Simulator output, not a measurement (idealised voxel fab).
process module | voxel gate over fins
cross-section cut | 220 nm wide | cells 5 nm
A cross-section is a grid of square cells, given in bands from the top down. A band is one or more rows of cells.
Each band's line starts with the height of the band's top and of its bottom, in nm. Then come its materials from left to right, each with its width in nm. One material with "throughout" fills the band from edge to edge. "air" is empty space.
Height 0 is the level under which the wafer as received is all one material. The lowest band goes on downwards, as in "0 down".
A width such as "30 to 40" changes by the same amount from each row of cells to the next, from the band's top row to its bottom row.
"no change" after a step means that no cell of the cross-section changed.
closed voids: empty space of 8 cells or more with no open way to the top, each as width x height at its distance from the left edge, in nm
after a step's settings: what the simulator itself notes on the step
overlay nm, on a step with a mask: how far to the right of its planned place the mask lay; to the left if negative
plan
1 op RECEIVE | material Si
2 op CONFORMAL_DEP | material SiN | thk nm 10
3 op DIRECTIONAL_DEP | material aC | thk nm 15
4 op PATTERN | tone cover | mask id FINS | material resist | width nm 15 | pitch nm 45 | thk nm 30 | overlay nm 0
5 op DIRECTIONAL_ETCH | etch materials aC | depth nm 15
6 op STRIP | etch materials resist
7 op DIRECTIONAL_ETCH | etch materials SiN | depth nm 10
8 op DIRECTIONAL_ETCH | etch materials Si | depth nm 30
9 op STRIP | etch materials aC
10 op FILL_DEP | material SiO2 | thk nm 5
11 op CMP | height nm 10
12 op SELECTIVE_ETCH | etch materials SiO2 | depth nm 20
13 op STRIP | etch materials SiN
14 op CONFORMAL_DEP | material HfO2 | thk nm 5
15 op CONFORMAL_DEP | material TiN | thk nm 5
16 op FILL_DEP | material W | thk nm 10
17 op CMP | height nm 15
18 op CONFORMAL_DEP | material SiCN | thk nm 10
first wafer, as planned
as received, after step 1
  0 down: Si throughout
  closed voids: none
after step 2
  10 to 0: SiN throughout
  below 0: unchanged
after step 3
  25 to 10: aC throughout
  below 10: unchanged
after step 4
  55 to 25: air 55 | resist 15 | air 30 | resist 15 | air 30 | resist 15 | air 60
  below 25: unchanged
after step 5
  40 to 25: air 55 | resist 15 | air 30 | resist 15 | air 30 | resist 15 | air 60
  25 to 10: air 55 | aC 15 | air 30 | aC 15 | air 30 | aC 15 | air 60
  below 10: unchanged
after step 6
  25 to 10: air 55 | aC 15 | air 30 | aC 15 | air 30 | aC 15 | air 60
  below 10: unchanged
after step 7
  25 to 10: air 55 | aC 15 | air 30 | aC 15 | air 30 | aC 15 | air 60
  10 to 0: air 55 | SiN 15 | air 30 | SiN 15 | air 30 | SiN 15 | air 60
  below 0: unchanged
after step 8
  25 to 10: air 55 | aC 15 | air 30 | aC 15 | air 30 | aC 15 | air 60
  10 to 0: air 55 | SiN 15 | air 30 | SiN 15 | air 30 | SiN 15 | air 60
  0 to -30: air 55 | Si 15 | air 30 | Si 15 | air 30 | Si 15 | air 60
  below -30: unchanged
after step 9
  10 to 0: air 55 | SiN 15 | air 30 | SiN 15 | air 30 | SiN 15 | air 60
  below 0: unchanged
after step 10
  15 to 10: SiO2 throughout
  10 to 0: SiO2 55 | SiN 15 | SiO2 30 | SiN 15 | SiO2 30 | SiN 15 | SiO2 60
  0 to -30: SiO2 55 | Si 15 | SiO2 30 | Si 15 | SiO2 30 | Si 15 | SiO2 60
  below -30: unchanged
after step 11
  10 to 0: SiO2 55 | SiN 15 | SiO2 30 | SiN 15 | SiO2 30 | SiN 15 | SiO2 60
  below 0: unchanged
after step 12
  10 to 0: air 55 | SiN 15 | air 30 | SiN 15 | air 30 | SiN 15 | air 60
  0 to -10: air 55 | Si 15 | air 30 | Si 15 | air 30 | Si 15 | air 60
  below -10: unchanged
after step 13
  0 to -10: air 55 | Si 15 | air 30 | Si 15 | air 30 | Si 15 | air 60
  below -10: unchanged
after step 14
  5 to 0: air 50 | HfO2 25 | air 20 | HfO2 25 | air 20 | HfO2 25 | air 55
  0 to -5: air 50 | HfO2 5 | Si 15 | HfO2 5 | air 20 | HfO2 5 | Si 15 | HfO2 5 | air 20 | HfO2 5 | Si 15 | HfO2 5 | air 55
  -5 to -10: HfO2 55 | Si 15 | HfO2 30 | Si 15 | HfO2 30 | Si 15 | HfO2 60
  below -10: unchanged
after step 15
  10 to 5: air 45 | TiN 35 | air 10 | TiN 35 | air 10 | TiN 35 | air 50
  5 to 0: air 45 | TiN 5 | HfO2 25 | TiN 5 | air 10 | TiN 5 | HfO2 25 | TiN 5 | air 10 | TiN 5 | HfO2 25 | TiN 5 | air 50
  0 to -5: TiN 50 | HfO2 5 | Si 15 | HfO2 5 | TiN 20 | HfO2 5 | Si 15 | HfO2 5 | TiN 20 | HfO2 5 | Si 15 | HfO2 5 | TiN 55
  below -5: unchanged
after step 16
  20 to 10: W throughout
  10 to 5: W 45 | TiN 35 | W 10 | TiN 35 | W 10 | TiN 35 | W 50
  5 to 0: W 45 | TiN 5 | HfO2 25 | TiN 5 | W 10 | TiN 5 | HfO2 25 | TiN 5 | W 10 | TiN 5 | HfO2 25 | TiN 5 | W 50
  below 0: unchanged
after step 17
  15 to 10: W throughout
  below 10: unchanged
after step 18
  25 to 15: SiCN throughout
  below 15: unchanged
second wafer: like start, like plan, one mistake. Through step 3 it matches the first wafer
when step 4 should have ended
  55 to 25: air 55 | resist 20 | air 25 | resist 20 | air 25 | resist 20 | air 55
  below 25: unchanged
when step 5 should have ended
  40 to 25: air 55 | resist 20 | air 25 | resist 20 | air 25 | resist 20 | air 55
  25 to 10: air 55 | aC 20 | air 25 | aC 20 | air 25 | aC 20 | air 55
  below 10: unchanged
when step 6 should have ended
  25 to 10: air 55 | aC 20 | air 25 | aC 20 | air 25 | aC 20 | air 55
  below 10: unchanged
when step 7 should have ended
  25 to 10: air 55 | aC 20 | air 25 | aC 20 | air 25 | aC 20 | air 55
  10 to 0: air 55 | SiN 20 | air 25 | SiN 20 | air 25 | SiN 20 | air 55
  below 0: unchanged
when step 8 should have ended
  25 to 10: air 55 | aC 20 | air 25 | aC 20 | air 25 | aC 20 | air 55
  10 to 0: air 55 | SiN 20 | air 25 | SiN 20 | air 25 | SiN 20 | air 55
  0 to -30: air 55 | Si 20 | air 25 | Si 20 | air 25 | Si 20 | air 55
  below -30: unchanged
when step 9 should have ended
  10 to 0: air 55 | SiN 20 | air 25 | SiN 20 | air 25 | SiN 20 | air 55
  below 0: unchanged
when step 10 should have ended
  15 to 10: SiO2 throughout
  10 to 0: SiO2 55 | SiN 20 | SiO2 25 | SiN 20 | SiO2 25 | SiN 20 | SiO2 55
  0 to -30: SiO2 55 | Si 20 | SiO2 25 | Si 20 | SiO2 25 | Si 20 | SiO2 55
  below -30: unchanged
when step 11 should have ended
  10 to 0: SiO2 55 | SiN 20 | SiO2 25 | SiN 20 | SiO2 25 | SiN 20 | SiO2 55
  below 0: unchanged
when step 12 should have ended
  10 to 0: air 55 | SiN 20 | air 25 | SiN 20 | air 25 | SiN 20 | air 55
  0 to -10: air 55 | Si 20 | air 25 | Si 20 | air 25 | Si 20 | air 55
  below -10: unchanged
when step 13 should have ended
  0 to -10: air 55 | Si 20 | air 25 | Si 20 | air 25 | Si 20 | air 55
  below -10: unchanged
when step 14 should have ended
  5 to 0: air 50 | HfO2 30 | air 15 | HfO2 30 | air 15 | HfO2 30 | air 50
  0 to -5: air 50 | HfO2 5 | Si 20 | HfO2 5 | air 15 | HfO2 5 | Si 20 | HfO2 5 | air 15 | HfO2 5 | Si 20 | HfO2 5 | air 50
  -5 to -10: HfO2 55 | Si 20 | HfO2 25 | Si 20 | HfO2 25 | Si 20 | HfO2 55
  below -10: unchanged
when step 15 should have ended
  10 to 5: air 45 | TiN 40 | air 5 | TiN 40 | air 5 | TiN 40 | air 45
  5 to 0: air 45 | TiN 5 | HfO2 30 | TiN 5 | air 5 | TiN 5 | HfO2 30 | TiN 5 | air 5 | TiN 5 | HfO2 30 | TiN 5 | air 45
  0 to -5: TiN 50 | HfO2 5 | Si 20 | HfO2 5 | TiN 15 | HfO2 5 | Si 20 | HfO2 5 | TiN 15 | HfO2 5 | Si 20 | HfO2 5 | TiN 50
  below -5: unchanged
when step 16 should have ended
  20 to 10: W throughout
  10 to 5: W 45 | TiN 40 | W 5 | TiN 40 | W 5 | TiN 40 | W 45
  5 to 0: W 45 | TiN 5 | HfO2 30 | TiN 5 | W 5 | TiN 5 | HfO2 30 | TiN 5 | W 5 | TiN 5 | HfO2 30 | TiN 5 | W 45
  below 0: unchanged
when step 17 should have ended
  15 to 10: W throughout
  below 10: unchanged
when step 18 should have ended
  25 to 15: SiCN throughout
  below 15: unchanged
what went wrong: step 4 ran as: op PATTERN | tone cover | mask id FINS | material resist | width nm 20 | pitch nm 45 | thk nm 30 | overlay nm 0
at the end the second wafer has, in cells: 18 more of Si | 12 fewer of SiO2 | 6 fewer of W
